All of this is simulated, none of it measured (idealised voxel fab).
Documented hereafter: the process module known as voxel lift off.
In the cross-section labelled cut, the width is 215 nm and each square cell is 5 nm.
Think of the cross-section as a grid of square cells. We describe it in bands, top to bottom, and each band covers one or more rows of those cells.
First you get the band's top height and its bottom height, in nm, and then the materials it's made of, left to right, with each width in nm. If you see a single material with "edge to edge", that one covers the band edge to edge. "empty" is empty space.
A quick word on heights: they are counted from 0, and under that level the wafer as it came to us is one material throughout. The lowest band is different from the rest in having no bottom; it simply continues downward, written as in "0 nm and below".
Top row gets the first number, bottom row gets the second, and each row in between changes by the same step: that is how a band width like "30..40" works.
"nothing got changed" -> step changed no cross-section cell.
This entry, "Closed internal cavities", enumerates those empty regions of no fewer than 8 cells that possess no open connection to the top. Each region is reported in the form width x height at distance, the distance being taken from the left edge, with all three quantities expressed in nm.
Note: text after step settings on the step line = simulator remark on that step.
The setting "overlay nm" may be written on the line of a step. When the step uses a mask, the value reports how far to the right of the planned place the mask lay, and a negative value reports that it lay to the left.

Intended process steps:
1: RECEIVE with material Si
2: CONFORMAL_DEP with material SiN, thk nm 5
3: PATTERN with tone open, mask id LINES, material resist, width nm 25, pitch nm 50, thk nm 25, overlay nm 0
4: DIRECTIONAL_DEP with material Ru, thk nm 15
5: STRIP with etch materials resist
6: CONFORMAL_DEP with material SiN, thk nm 5

Wafer as received: cross-section following step 1:
	0 nm and below | Si edge to edge
	Closed internal cavities: none

Same starting wafer, same plan as above, one mistake in the execution; this is the cross-section at the end of the module:
	20 nm to 15 nm | empty 15 | SiN 35 | empty 15 | SiN 35 | empty 15 | SiN 35 | empty 15 | SiN 35 | empty 15
	15 nm to 10 nm | empty 15 | SiN 5 | Ru 25 | SiN 5 | empty 15 | SiN 5 | Ru 25 | SiN 5 | empty 15 | SiN 5 | Ru 25 | SiN 5 | empty 15 | SiN 5 | Ru 25 | SiN 5 | empty 15
	10 nm to 5 nm | SiN 20 | Ru 25 | SiN 25 | Ru 25 | SiN 25 | Ru 25 | SiN 25 | Ru 25 | SiN 20
	5 nm to 0 nm | SiN edge to edge
	0 nm and below | Si edge to edge
	Closed internal cavities: none
what went wrong: step 4 off recipe, ran as DIRECTIONAL_DEP with material Ru, thk nm 10
